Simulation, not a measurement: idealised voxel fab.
process module | voxel spacer lines
cross-section cut | 165 nm wide | cells 5 nm
A cross-section is a grid of square cells, given in bands from the top down. A band is one or more rows of cells.
Each band's line starts with the height of the band's top and of its bottom, in nm. Then come its materials from left to right, each with its width in nm. One material with "throughout" fills the band from edge to edge. "air" is empty space.
Height 0 is the level under which the wafer as received is all one material. The lowest band goes on downwards, as in "0 down".
A width such as "30 to 40" changes by the same amount from each row of cells to the next, from the band's top row to its bottom row.
"no change" after a step means that no cell of the cross-section changed.
closed voids: empty space of 8 cells or more with no open way to the top, each as width x height at its distance from the left edge, in nm
after a step's settings: what the simulator itself notes on the step
overlay nm, on a step with a mask: how far to the right of its planned place the mask lay; to the left if negative
plan
1 op RECEIVE | material Si
2 op CONFORMAL_DEP | material Al2O3 | thk nm 5
3 op DIRECTIONAL_DEP | material polySi | thk nm 20
4 op DIRECTIONAL_DEP | material aC | thk nm 25
5 op PATTERN | tone cover | mask id MANDREL | material resist | width nm 20 | pitch nm 70 | thk nm 35 | overlay nm 0
6 op DIRECTIONAL_ETCH | etch materials aC | depth nm 25
7 op STRIP | etch materials resist
8 op CONFORMAL_DEP | material SiO2 | thk nm 15
9 op DIRECTIONAL_ETCH | etch materials SiO2 | depth nm 15
10 op STRIP | etch materials aC
11 op DIRECTIONAL_ETCH | etch materials polySi | depth nm 20
12 op STRIP | etch materials SiO2
as received, after step 1
  0 down: Si throughout
  closed voids: none
a wafer at the end: this start, this plan, one mistake
  45 to 25: air 20 | polySi 15 | air 20 | polySi 15 | air 20 | polySi 15 | air 20 | polySi 15 | air 25
  25 to 5: polySi throughout
  5 to 0: Al2O3 throughout
  0 down: Si throughout
  closed voids: none
what went wrong: step 3 was run twice
